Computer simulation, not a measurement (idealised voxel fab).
process module | voxel transistor to metal
cross-section cut | 175 nm wide | cells 5 nm
A cross-section is a grid of square cells, given in bands from the top down. A band is one or more rows of cells.
Each band's line starts with the height of the band's top and of its bottom, in nm. Then come its materials from left to right, each with its width in nm. One material with "throughout" fills the band from edge to edge. "air" is empty space.
Height 0 is the level under which the wafer as received is all one material. The lowest band goes on downwards, as in "0 down".
A width such as "30 to 40" changes by the same amount from each row of cells to the next, from the band's top row to its bottom row.
"no change" after a step means that no cell of the cross-section changed.
closed voids: empty space of 8 cells or more with no open way to the top, each as width x height at its distance from the left edge, in nm
after a step's settings: what the simulator itself notes on the step
overlay nm, on a step with a mask: how far to the right of its planned place the mask lay; to the left if negative
plan
1 op RECEIVE | material Si
2 op OXIDIZE | depth nm 5
3 op CONFORMAL_DEP | material SiN | thk nm 10
4 op PATTERN | tone cover | mask id ACTIVE | material resist | width nm 105 | thk nm 20 | overlay nm 0
5 op DIRECTIONAL_ETCH | etch materials SiN | depth nm 10
6 op DIRECTIONAL_ETCH | etch materials SiO2 | depth nm 5
7 op DIRECTIONAL_ETCH | etch materials Si | depth nm 25
8 op STRIP | etch materials resist
9 op OXIDIZE | depth nm 5
10 op FILL_DEP | material SiO2 | thk nm 15
11 op CMP | height nm 10
12 op SELECTIVE_ETCH | etch materials SiO2 | depth nm 5
13 op STRIP | etch materials SiN
14 op SELECTIVE_ETCH | etch materials SiO2 | depth nm 5
15 op OXIDIZE | depth nm 5
16 op DIRECTIONAL_DEP | material polySi | thk nm 20
17 op DIRECTIONAL_DEP | material SiCN | thk nm 10
18 op MASKED_ETCH | tone cover | mask id GATE | width nm 25 | etch materials SiCN | depth nm 20 | overlay nm 0
19 op MASKED_ETCH | tone cover | mask id GATE | width nm 25 | etch materials polySi | depth nm 30 | overlay nm 0
20 op CONFORMAL_DEP | material SiO2 | thk nm 5
21 op DIRECTIONAL_ETCH | etch materials SiO2 | depth nm 5
22 op CONFORMAL_DEP | material SiN | thk nm 10
23 op DIRECTIONAL_ETCH | etch materials SiN | depth nm 10
24 op DIRECTIONAL_ETCH | etch materials SiO2 | depth nm 5
25 op DIRECTIONAL_ETCH | etch materials Si | depth nm 15
26 op EPI | material nSi | thk nm 15
27 op FILL_DEP | material SiO2 | thk nm 5
28 op CMP | height nm 15
29 op STRIP | etch materials polySi
30 op SELECTIVE_ETCH | etch materials SiO2 | depth nm 5
31 op CONFORMAL_DEP | material HfO2 | thk nm 5
32 op CONFORMAL_DEP | material TiN | thk nm 5
33 op FILL_DEP | material W | thk nm 10
34 op CMP | height nm 10
35 op DIRECTIONAL_DEP | material SiO2 | thk nm 15
36 op DIRECTIONAL_DEP | material aC | thk nm 10
37 op PATTERN | tone open | mask id CONTACT | material resist | width nm 20 | pitch nm 75 | thk nm 30 | overlay nm 0
38 op DIRECTIONAL_ETCH | etch materials aC | depth nm 10
39 op STRIP | etch materials resist
40 op DIRECTIONAL_ETCH | etch materials SiO2 | depth nm 20
41 op STRIP | etch materials aC
42 op CONFORMAL_DEP | material TiN | thk nm 5
43 op FILL_DEP | material W | thk nm 10
44 op CMP | height nm 25
45 op DIRECTIONAL_DEP | material TiN | thk nm 5
46 op DIRECTIONAL_DEP | material W | thk nm 15
47 op PATTERN | tone cover | mask id METAL_1 | material resist | width nm 20 | pitch nm 75 | thk nm 20 | overlay nm 0
48 op DIRECTIONAL_ETCH | etch materials W | depth nm 15
49 op DIRECTIONAL_ETCH | etch materials TiN | depth nm 5
50 op STRIP | etch materials resist
51 op FILL_DEP | material SiO2 | thk nm 10
52 op CMP | height nm 45
53 op CONFORMAL_DEP | material SiCN | thk nm 5
54 op DIRECTIONAL_DEP | material SiO2 | thk nm 25
55 op MASKED_ETCH | tone open | mask id METAL_2 | width nm 20 | pitch nm 75 | etch materials SiO2 | depth nm 15 | overlay nm 0
56 op MASKED_ETCH | tone open | mask id METAL_2_HOLES | width nm 15 | pitch nm 75 | etch materials SiO2 | depth nm 10 | overlay nm 0
57 op MASKED_ETCH | tone open | mask id METAL_2_HOLES | width nm 15 | pitch nm 75 | etch materials SiCN | depth nm 5 | overlay nm 0
58 op CONFORMAL_DEP | material TiN | thk nm 5
59 op FILL_DEP | material Cu | thk nm 5
60 op CMP | height nm 75
61 op CONFORMAL_DEP | material SiN | thk nm 5
as received, after step 1
  0 down: Si throughout
  closed voids: none
a wafer at the end: this start, this plan, one mistake
  80 to 75: SiN throughout
  75 to 65: SiO2 40 | TiN 5 | Cu 10 | TiN 5 | SiO2 55 | TiN 5 | Cu 10 | TiN 5 | SiO2 40
  65 to 60: SiO2 40 | TiN 5 | Cu 5 | TiN 10 | SiO2 55 | TiN 5 | Cu 5 | TiN 10 | SiO2 40
  60 to 50: SiO2 40 | TiN 5 | Cu 5 | TiN 5 | SiO2 60 | TiN 5 | Cu 5 | TiN 5 | SiO2 45
  50 to 45: SiCN 40 | TiN 15 | SiCN 60 | TiN 15 | SiCN 45
  45 to 30: SiO2 40 | W 20 | SiO2 55 | W 20 | SiO2 40
  30 to 25: SiO2 40 | TiN 20 | SiO2 55 | TiN 20 | SiO2 40
  25 to 10: HfO2 throughout
  10 to 5: SiO2 60 | SiN 10 | HfO2 5 | TiN 5 | W 15 | TiN 5 | HfO2 5 | SiN 10 | SiO2 60
  5 to 0: SiO2 40 | nSi 20 | SiN 10 | HfO2 5 | TiN 5 | W 15 | TiN 5 | HfO2 5 | SiN 10 | nSi 20 | SiO2 40
  0 to -5: SiO2 35 | SiN 10 | nSi 15 | SiN 10 | HfO2 5 | TiN 25 | HfO2 5 | SiN 10 | nSi 15 | SiN 10 | SiO2 35
  -5 to -10: SiO2 45 | nSi 15 | SiO2 10 | HfO2 35 | SiO2 10 | nSi 15 | SiO2 45
  -10 to -25: SiO2 40 | Si 5 | nSi 15 | Si 55 | nSi 15 | Si 5 | SiO2 40
  -25 to -35: SiO2 40 | Si 95 | SiO2 40
  -35 down: Si throughout
  closed voids: none
what went wrong: step 35 ran as: op DIRECTIONAL_DEP | material HfO2 | thk nm 15
